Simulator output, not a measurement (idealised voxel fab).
Process module in this document: voxel ribs on slabs
The cross-section shown here is cut; it is 295 nm wide and divided into square cells measuring 5 nm on a side.
For the purposes of this document, a cross-section shall be understood as a grid of square cells, specified as bands listed in top-to-bottom order, each band consisting of one or more rows of cells. Per band: top height and bottom height in nm, followed by the left-to-right materials and their widths in nm; "full width" marks a single material spanning edge to edge, "empty" marks empty space. Beneath 0, the wafer as received is one material, and that level is where height counting begins. The lowest band goes on downward without a bottom; it is written like "0 -> down". With a width like "30 to 40", each row of cells in the band differs from the next by the same amount, the top row carrying the first number and the bottom row the second. Any step labelled "all unchanged" changed none of the cells in the cross-section. So "Unvented internal voids" is basically the list of trapped voids: any empty space of 8 cells or more that can't reach the top through an opening. They're written width x height at distance, the distance being from the left edge, and it's all nm. It should be noted that, on the line of a given step, the content following the step's settings is a remark produced by the simulator itself with respect to that step. Steps that use a mask can have "overlay nm" on their line. It says how far the mask sat to the right of where it was meant to be. Negative means to the left.

Process steps - plan:
1 RECEIVE, material Si
2 DIRECTIONAL_DEP, material SiO2, thk nm 20
3 DIRECTIONAL_DEP, material SiN, thk nm 15
4 MASKED_ETCH, tone cover, mask id RIB, width nm 20, etch materials SiN, depth nm 5, overlay nm 0
5 DIRECTIONAL_DEP, material aC, thk nm 15
6 PATTERN, tone cover, mask id SLAB, material resist, width nm 50, thk nm 30, overlay nm 0
7 DIRECTIONAL_ETCH, etch materials aC, depth nm 15
8 STRIP, etch materials resist
9 DIRECTIONAL_ETCH, etch materials SiN, depth nm 10
10 STRIP, etch materials aC
11 FILL_DEP, material SiO2, thk nm 20
12 CMP, height nm 45
13 DIRECTIONAL_DEP, material TiN, thk nm 5
14 PATTERN, tone cover, mask id HEATER, material resist, width nm 30, thk nm 15, overlay nm 0
15 DIRECTIONAL_ETCH, etch materials TiN, depth nm 5
16 STRIP, etch materials resist
17 CONFORMAL_DEP, material SiO2, thk nm 10

Cross-section of the incoming wafer, state after step 1:
> 0 -> down | Si full width
> Unvented internal voids: none

Cross-section, end of module. Start: as above. Plan: as above. Execution: one mistake:
> 60 -> 55 | empty 120 nm, SiO2 50 nm, empty 125 nm
> 55 -> 50 | SiO2 full width
> 50 -> 45 | SiO2 130 nm, TiN 30 nm, SiO2 135 nm
> 45 -> 0 | SiO2 full width
> 0 -> down | Si full width
> Unvented internal voids: none
Nonconformance to the process plan: step 3 was run on a setting that differed from the plan, and what really ran there is DIRECTIONAL_DEP, material SiO2, thk nm 15
